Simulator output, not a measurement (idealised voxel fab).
Process module in this document: voxel capacitor over wiring
Cross-section cut: width 190 nm, square cells of 5 nm.
Notation: cross-section as square-cell grid; stated in bands, top first, going down; one or more cell rows per band.
Heads up on the band format: heights come first, top then bottom, in nm. After that it's the materials left to right, each with its width in nm. A single material flagged "throughout" fills the whole band edge to edge, and "air" means there's empty space there.
Convention: height 0 is the level below which the wafer, as received, is all one material. The lowest band does not terminate at the bottom but continues downward, represented as "from 0 down".
Read "30 to 40" as a graded width: first number on top, second number at the bottom, same change between each pair of neighbouring rows.
For the purposes of this document, the phrase "nothing different" attached to a step denotes that no cell within the cross-section was modified by that step.
The entry "Closed void list" lists the empty spaces that cover at least 8 cells and have no open path to the top. Each is written as width x height at distance, where the distance is measured from the left edge and all three values are in nm.
Text after the settings on a step's line: the simulator's own remark on that step.
"overlay nm", when on a step's line for a step with a mask, measures how far to the right of its planned place the mask lay; a negative measure means to the left.

# The process steps that were planned are listed below
1,RECEIVE | material Si
2,CONFORMAL_DEP | material SiO2 | thk nm 10
3,CONFORMAL_DEP | material SiN | thk nm 5
4,DIRECTIONAL_DEP | material SiO2 | thk nm 15
5,MASKED_ETCH | tone open | mask id METAL_1 | width nm 30 | pitch nm 80 | etch materials SiO2 | depth nm 15 | overlay nm 0
6,MASKED_ETCH | tone open | mask id METAL_1 | width nm 30 | pitch nm 80 | etch materials SiN | depth nm 5 | overlay nm 0
7,CONFORMAL_DEP | material TiN | thk nm 5
8,FILL_DEP | material Ru | thk nm 10
9,CMP | height nm 30
10,EPI | material Ru | thk nm 5
11,FILL_DEP | material SiCN | thk nm 5
12,DIRECTIONAL_DEP | material SiO2 | thk nm 10
13,PATTERN | tone open | mask id PLUG_1 | material resist | width nm 15 | thk nm 15 | overlay nm 0
14,DIRECTIONAL_ETCH | etch materials SiO2 | depth nm 10
15,DIRECTIONAL_ETCH | etch materials SiCN | depth nm 5
16,STRIP | etch materials resist
17,CONFORMAL_DEP | material TiN | thk nm 5
18,FILL_DEP | material Cu | thk nm 10
19,CMP | height nm 50
20,DIRECTIONAL_DEP | material TiN | thk nm 5
21,DIRECTIONAL_DEP | material HfO2 | thk nm 5
22,DIRECTIONAL_DEP | material TiN | thk nm 5
23,DIRECTIONAL_DEP | material aC | thk nm 10
24,PATTERN | tone cover | mask id UPPER_PLATE | material resist | width nm 55 | thk nm 25 | overlay nm 0
25,DIRECTIONAL_ETCH | etch materials aC | depth nm 10
26,STRIP | etch materials resist
27,DIRECTIONAL_ETCH | etch materials TiN | depth nm 5
28,DIRECTIONAL_ETCH | etch materials HfO2 | depth nm 5
29,STRIP | etch materials aC
30,PATTERN | tone cover | mask id LOWER_PLATE | material resist | width nm 65 | thk nm 15 | overlay nm 0
31,DIRECTIONAL_ETCH | etch materials TiN | depth nm 5
32,STRIP | etch materials resist
33,FILL_DEP | material SiO2 | thk nm 20
34,CMP | height nm 80
35,MASKED_ETCH | tone open | mask id PLUG_2 | width nm 15 | etch materials SiO2 | depth nm 15 | overlay nm 0
36,CONFORMAL_DEP | material TiN | thk nm 5
37,FILL_DEP | material W | thk nm 5
38,CMP | height nm 80
39,CONFORMAL_DEP | material SiN | thk nm 5

# So, the first of our two wafers, run just as we planned it

# Wafer cross-section on receipt, i.e. after step 1
    from 0 down | Si throughout
    Closed void list: none

# Presented here is a cross-section of the wafer after step 2 has been performed
    from 10 to 0 | SiO2 throughout
    For the remainder of the cross-section, below 0, there is no change.

# Presented here is a cross-section of the wafer after step 3 has been performed
    from 15 to 10 | SiN throughout
    For the remainder of the cross-section, below 10, there is no change.

# Presented here is a cross-section of the wafer after step 4 has been performed
    from 30 to 15 | SiO2 throughout
    For the remainder of the cross-section, below 15, there is no change.

# Presented here is a cross-section of the wafer after step 5 has been performed
    from 30 to 15 | 40 of SiO2 / 30 of air / 50 of SiO2 / 30 of air / 40 of SiO2
    For the remainder of the cross-section, below 15, there is no change.

# Presented here is a cross-section of the wafer after step 6 has been performed
    from 30 to 15 | 40 of SiO2 / 30 of air / 50 of SiO2 / 30 of air / 40 of SiO2
    from 15 to 10 | 40 of SiN / 30 of air / 50 of SiN / 30 of air / 40 of SiN
    For the remainder of the cross-section, below 10, there is no change.

# Presented here is a cross-section of the wafer after step 7 has been performed
    from 35 to 30 | 45 of TiN / 20 of air / 60 of TiN / 20 of air / 45 of TiN
    from 30 to 15 | 40 of SiO2 / 5 of TiN / 20 of air / 5 of TiN / 50 of SiO2 / 5 of TiN / 20 of air / 5 of TiN / 40 of SiO2
    from 15 to 10 | 40 of SiN / 30 of TiN / 50 of SiN / 30 of TiN / 40 of SiN
    For the remainder of the cross-section, below 10, there is no change.

# Presented here is a cross-section of the wafer after step 8 has been performed
    from 45 to 35 | Ru throughout
    from 35 to 30 | 45 of TiN / 20 of Ru / 60 of TiN / 20 of Ru / 45 of TiN
    from 30 to 15 | 40 of SiO2 / 5 of TiN / 20 of Ru / 5 of TiN / 50 of SiO2 / 5 of TiN / 20 of Ru / 5 of TiN / 40 of SiO2
    For the remainder of the cross-section, below 15, there is no change.

# Presented here is a cross-section of the wafer after step 9 has been performed
    from 30 to 15 | 40 of SiO2 / 5 of TiN / 20 of Ru / 5 of TiN / 50 of SiO2 / 5 of TiN / 20 of Ru / 5 of TiN / 40 of SiO2
    For the remainder of the cross-section, below 15, there is no change.

# Presented here is a cross-section of the wafer after step 10 has been performed
    from 35 to 30 | 35 of air / 40 of Ru / 40 of air / 40 of Ru / 35 of air
    For the remainder of the cross-section, below 30, there is no change.

# Presented here is a cross-section of the wafer after step 11 has been performed
    from 40 to 35 | SiCN throughout
    from 35 to 30 | 35 of SiCN / 40 of Ru / 40 of SiCN / 40 of Ru / 35 of SiCN
    For the remainder of the cross-section, below 30, there is no change.

# Presented here is a cross-section of the wafer after step 12 has been performed
    from 50 to 40 | SiO2 throughout
    For the remainder of the cross-section, below 40, there is no change.

# Presented here is a cross-section of the wafer after step 13 has been performed
    from 65 to 50 | 55 of resist / 15 of air / 120 of resist
    For the remainder of the cross-section, below 50, there is no change.

# Presented here is a cross-section of the wafer after step 14 has been performed
    from 65 to 50 | 55 of resist / 15 of air / 120 of resist
    from 50 to 40 | 55 of SiO2 / 15 of air / 120 of SiO2
    For the remainder of the cross-section, below 40, there is no change.

# Presented here is a cross-section of the wafer after step 15 has been performed
    from 65 to 50 | 55 of resist / 15 of air / 120 of resist
    from 50 to 40 | 55 of SiO2 / 15 of air / 120 of SiO2
    from 40 to 35 | 55 of SiCN / 15 of air / 120 of SiCN
    For the remainder of the cross-section, below 35, there is no change.

# Presented here is a cross-section of the wafer after step 16 has been performed
    from 50 to 40 | 55 of SiO2 / 15 of air / 120 of SiO2
    For the remainder of the cross-section, below 40, there is no change.

# Presented here is a cross-section of the wafer after step 17 has been performed
    from 55 to 50 | 60 of TiN / 5 of air / 125 of TiN
    from 50 to 40 | 55 of SiO2 / 5 of TiN / 5 of air / 5 of TiN / 120 of SiO2
    from 40 to 35 | 55 of SiCN / 15 of TiN / 120 of SiCN
    For the remainder of the cross-section, below 35, there is no change.

# Presented here is a cross-section of the wafer after step 18 has been performed
    from 65 to 55 | Cu throughout
    from 55 to 50 | 60 of TiN / 5 of Cu / 125 of TiN
    from 50 to 40 | 55 of SiO2 / 5 of TiN / 5 of Cu / 5 of TiN / 120 of SiO2
    For the remainder of the cross-section, below 40, there is no change.

# Presented here is a cross-section of the wafer after step 19 has been performed
    from 50 to 40 | 55 of SiO2 / 5 of TiN / 5 of Cu / 5 of TiN / 120 of SiO2
    For the remainder of the cross-section, below 40, there is no change.

# Presented here is a cross-section of the wafer after step 20 has been performed
    from 55 to 50 | TiN throughout
    For the remainder of the cross-section, below 50, there is no change.

# Presented here is a cross-section of the wafer after step 21 has been performed
    from 60 to 55 | HfO2 throughout
    For the remainder of the cross-section, below 55, there is no change.

# Presented here is a cross-section of the wafer after step 22 has been performed
    from 65 to 60 | TiN throughout
    For the remainder of the cross-section, below 60, there is no change.

# Presented here is a cross-section of the wafer after step 23 has been performed
    from 75 to 65 | aC throughout
    For the remainder of the cross-section, below 65, there is no change.

# Presented here is a cross-section of the wafer after step 24 has been performed
    from 100 to 75 | 55 of air / 55 of resist / 80 of air
    For the remainder of the cross-section, below 75, there is no change.

# Presented here is a cross-section of the wafer after step 25 has been performed
    from 90 to 75 | 55 of air / 55 of resist / 80 of air
    from 75 to 65 | 55 of air / 55 of aC / 80 of air
    For the remainder of the cross-section, below 65, there is no change.

# Presented here is a cross-section of the wafer after step 26 has been performed
    from 75 to 65 | 55 of air / 55 of aC / 80 of air
    For the remainder of the cross-section, below 65, there is no change.

# Presented here is a cross-section of the wafer after step 27 has been performed
    from 75 to 65 | 55 of air / 55 of aC / 80 of air
    from 65 to 60 | 55 of air / 55 of TiN / 80 of air
    For the remainder of the cross-section, below 60, there is no change.

# Presented here is a cross-section of the wafer after step 28 has been performed
    from 75 to 65 | 55 of air / 55 of aC / 80 of air
    from 65 to 60 | 55 of air / 55 of TiN / 80 of air
    from 60 to 55 | 55 of air / 55 of HfO2 / 80 of air
    For the remainder of the cross-section, below 55, there is no change.

# Presented here is a cross-section of the wafer after step 29 has been performed
    from 65 to 60 | 55 of air / 55 of TiN / 80 of air
    For the remainder of the cross-section, below 60, there is no change.

# Presented here is a cross-section of the wafer after step 30 has been performed
    from 80 to 65 | 50 of air / 65 of resist / 75 of air
    from 65 to 60 | 50 of air / 5 of resist / 55 of TiN / 5 of resist / 75 of air
    from 60 to 55 | 50 of air / 5 of resist / 55 of HfO2 / 5 of resist / 75 of air
    For the remainder of the cross-section, below 55, there is no change.

# Presented here is a cross-section of the wafer after step 31 has been performed
    from 80 to 65 | 50 of air / 65 of resist / 75 of air
    from 65 to 60 | 50 of air / 5 of resist / 55 of TiN / 5 of resist / 75 of air
    from 60 to 55 | 50 of air / 5 of resist / 55 of HfO2 / 5 of resist / 75 of air
    from 55 to 50 | 50 of air / 65 of TiN / 75 of air
    For the remainder of the cross-section, below 50, there is no change.

# Presented here is a cross-section of the wafer after step 32 has been performed
    from 65 to 60 | 55 of air / 55 of TiN / 80 of air
    from 60 to 55 | 55 of air / 55 of HfO2 / 80 of air
    For the remainder of the cross-section, below 55, there is no change.

# Presented here is a cross-section of the wafer after step 33 has been performed
    from 85 to 65 | SiO2 throughout
    from 65 to 60 | 55 of SiO2 / 55 of TiN / 80 of SiO2
    from 60 to 55 | 55 of SiO2 / 55 of HfO2 / 80 of SiO2
    from 55 to 50 | 50 of SiO2 / 65 of TiN / 75 of SiO2
    For the remainder of the cross-section, below 50, there is no change.

# Presented here is a cross-section of the wafer after step 34 has been performed
    from 80 to 65 | SiO2 throughout
    For the remainder of the cross-section, below 65, there is no change.

# Presented here is a cross-section of the wafer after step 35 has been performed
    from 80 to 65 | 65 of SiO2 / 15 of air / 110 of SiO2
    For the remainder of the cross-section, below 65, there is no change.

# Presented here is a cross-section of the wafer after step 36 has been performed
    from 85 to 80 | 70 of TiN / 5 of air / 115 of TiN
    from 80 to 70 | 65 of SiO2 / 5 of TiN / 5 of air / 5 of TiN / 110 of SiO2
    from 70 to 60 | 65 to 55 of SiO2 / 15 to 55 of TiN / 110 to 80 of SiO2
    For the remainder of the cross-section, below 60, there is no change.

# Presented here is a cross-section of the wafer after step 37 has been performed
    from 90 to 85 | W throughout
    from 85 to 80 | 70 of TiN / 5 of W / 115 of TiN
    from 80 to 70 | 65 of SiO2 / 5 of TiN / 5 of W / 5 of TiN / 110 of SiO2
    For the remainder of the cross-section, below 70, there is no change.

# Presented here is a cross-section of the wafer after step 38 has been performed
    from 80 to 70 | 65 of SiO2 / 5 of TiN / 5 of W / 5 of TiN / 110 of SiO2
    For the remainder of the cross-section, below 70, there is no change.

# Presented here is a cross-section of the wafer after step 39 has been performed
    from 85 to 80 | SiN throughout
    For the remainder of the cross-section, below 80, there is no change.

# Okay, second wafer. Nothing different at the start, nothing different in the plan, just one mistake somewhere in the running. As far as step 10, counting that step, it's the first wafer all over again

# The second wafer cut through, at the time step 11 was supposed to be finished
    from 45 to 40 | 35 of air / 40 of SiO2 / 40 of air / 40 of SiO2 / 35 of air
    from 40 to 35 | SiO2 throughout
    from 35 to 30 | 35 of SiO2 / 40 of Ru / 40 of SiO2 / 40 of Ru / 35 of SiO2
    For the remainder of the cross-section, below 30, there is no change.

# The second wafer cut through, at the time step 12 was supposed to be finished
    from 50 to 45 | SiCN throughout
    from 45 to 40 | 35 of SiCN / 40 of SiO2 / 40 of SiCN / 40 of SiO2 / 35 of SiCN
    For the remainder of the cross-section, below 40, there is no change.

# The second wafer cut through, at the time step 13 was supposed to be finished
    from 65 to 50 | 55 of resist / 15 of air / 120 of resist
    For the remainder of the cross-section, below 50, there is no change.

The second wafer cut through, at the time step 14 was supposed to be finished: nothing different

# The second wafer cut through, at the time step 15 was supposed to be finished
    from 65 to 50 | 55 of resist / 15 of air / 120 of resist
    from 50 to 45 | 55 of SiCN / 15 of air / 120 of SiCN
    For the remainder of the cross-section, below 45, there is no change.

# The second wafer cut through, at the time step 16 was supposed to be finished
    from 50 to 45 | 55 of SiCN / 15 of air / 120 of SiCN
    For the remainder of the cross-section, below 45, there is no change.

# The second wafer cut through, at the time step 17 was supposed to be finished
    from 55 to 50 | 60 of TiN / 5 of air / 125 of TiN
    from 50 to 45 | 55 of SiCN / 15 of TiN / 120 of SiCN
    For the remainder of the cross-section, below 45, there is no change.

# The second wafer cut through, at the time step 18 was supposed to be finished
    from 65 to 55 | Cu throughout
    from 55 to 50 | 60 of TiN / 5 of Cu / 125 of TiN
    For the remainder of the cross-section, below 50, there is no change.

# The second wafer cut through, at the time step 19 was supposed to be finished
    from 50 to 45 | 55 of SiCN / 15 of TiN / 120 of SiCN
    For the remainder of the cross-section, below 45, there is no change.

# The second wafer cut through, at the time step 20 was supposed to be finished
    from 55 to 50 | TiN throughout
    For the remainder of the cross-section, below 50, there is no change.

# The second wafer cut through, at the time step 21 was supposed to be finished
    from 60 to 55 | HfO2 throughout
    For the remainder of the cross-section, below 55, there is no change.

# The second wafer cut through, at the time step 22 was supposed to be finished
    from 65 to 60 | TiN throughout
    For the remainder of the cross-section, below 60, there is no change.

# The second wafer cut through, at the time step 23 was supposed to be finished
    from 75 to 65 | aC throughout
    For the remainder of the cross-section, below 65, there is no change.

# The second wafer cut through, at the time step 24 was supposed to be finished
    from 100 to 75 | 55 of air / 55 of resist / 80 of air
    For the remainder of the cross-section, below 75, there is no change.

# The second wafer cut through, at the time step 25 was supposed to be finished
    from 90 to 75 | 55 of air / 55 of resist / 80 of air
    from 75 to 65 | 55 of air / 55 of aC / 80 of air
    For the remainder of the cross-section, below 65, there is no change.

# The second wafer cut through, at the time step 26 was supposed to be finished
    from 75 to 65 | 55 of air / 55 of aC / 80 of air
    For the remainder of the cross-section, below 65, there is no change.

# The second wafer cut through, at the time step 27 was supposed to be finished
    from 75 to 65 | 55 of air / 55 of aC / 80 of air
    from 65 to 60 | 55 of air / 55 of TiN / 80 of air
    For the remainder of the cross-section, below 60, there is no change.

# The second wafer cut through, at the time step 28 was supposed to be finished
    from 75 to 65 | 55 of air / 55 of aC / 80 of air
    from 65 to 60 | 55 of air / 55 of TiN / 80 of air
    from 60 to 55 | 55 of air / 55 of HfO2 / 80 of air
    For the remainder of the cross-section, below 55, there is no change.

# The second wafer cut through, at the time step 29 was supposed to be finished
    from 65 to 60 | 55 of air / 55 of TiN / 80 of air
    For the remainder of the cross-section, below 60, there is no change.

# The second wafer cut through, at the time step 30 was supposed to be finished
    from 80 to 65 | 50 of air / 65 of resist / 75 of air
    from 65 to 60 | 50 of air / 5 of resist / 55 of TiN / 5 of resist / 75 of air
    from 60 to 55 | 50 of air / 5 of resist / 55 of HfO2 / 5 of resist / 75 of air
    For the remainder of the cross-section, below 55, there is no change.

# The second wafer cut through, at the time step 31 was supposed to be finished
    from 80 to 65 | 50 of air / 65 of resist / 75 of air
    from 65 to 60 | 50 of air / 5 of resist / 55 of TiN / 5 of resist / 75 of air
    from 60 to 55 | 50 of air / 5 of resist / 55 of HfO2 / 5 of resist / 75 of air
    from 55 to 50 | 50 of air / 65 of TiN / 75 of air
    For the remainder of the cross-section, below 50, there is no change.

# The second wafer cut through, at the time step 32 was supposed to be finished
    from 65 to 60 | 55 of air / 55 of TiN / 80 of air
    from 60 to 55 | 55 of air / 55 of HfO2 / 80 of air
    For the remainder of the cross-section, below 55, there is no change.

# The second wafer cut through, at the time step 33 was supposed to be finished
    from 85 to 65 | SiO2 throughout
    from 65 to 60 | 55 of SiO2 / 55 of TiN / 80 of SiO2
    from 60 to 55 | 55 of SiO2 / 55 of HfO2 / 80 of SiO2
    from 55 to 50 | 50 of SiO2 / 65 of TiN / 75 of SiO2
    For the remainder of the cross-section, below 50, there is no change.

# The second wafer cut through, at the time step 34 was supposed to be finished
    from 80 to 65 | SiO2 throughout
    For the remainder of the cross-section, below 65, there is no change.

# The second wafer cut through, at the time step 35 was supposed to be finished
    from 80 to 65 | 65 of SiO2 / 15 of air / 110 of SiO2
    For the remainder of the cross-section, below 65, there is no change.

# The second wafer cut through, at the time step 36 was supposed to be finished
    from 85 to 80 | 70 of TiN / 5 of air / 115 of TiN
    from 80 to 70 | 65 of SiO2 / 5 of TiN / 5 of air / 5 of TiN / 110 of SiO2
    from 70 to 60 | 65 to 55 of SiO2 / 15 to 55 of TiN / 110 to 80 of SiO2
    For the remainder of the cross-section, below 60, there is no change.

# The second wafer cut through, at the time step 37 was supposed to be finished
    from 90 to 85 | W throughout
    from 85 to 80 | 70 of TiN / 5 of W / 115 of TiN
    from 80 to 70 | 65 of SiO2 / 5 of TiN / 5 of W / 5 of TiN / 110 of SiO2
    For the remainder of the cross-section, below 70, there is no change.

# The second wafer cut through, at the time step 38 was supposed to be finished
    from 80 to 70 | 65 of SiO2 / 5 of TiN / 5 of W / 5 of TiN / 110 of SiO2
    For the remainder of the cross-section, below 70, there is no change.

# The second wafer cut through, at the time step 39 was supposed to be finished
    from 85 to 80 | SiN throughout
    For the remainder of the cross-section, below 80, there is no change.
What went wrong in running the wafer? sequence error: steps 11 and 12 interchanged
End check, counted in cells, second wafer has more or fewer of these materials than the first: Cu: 2 fewer; SiO2: 6 more; TiN: 4 fewer
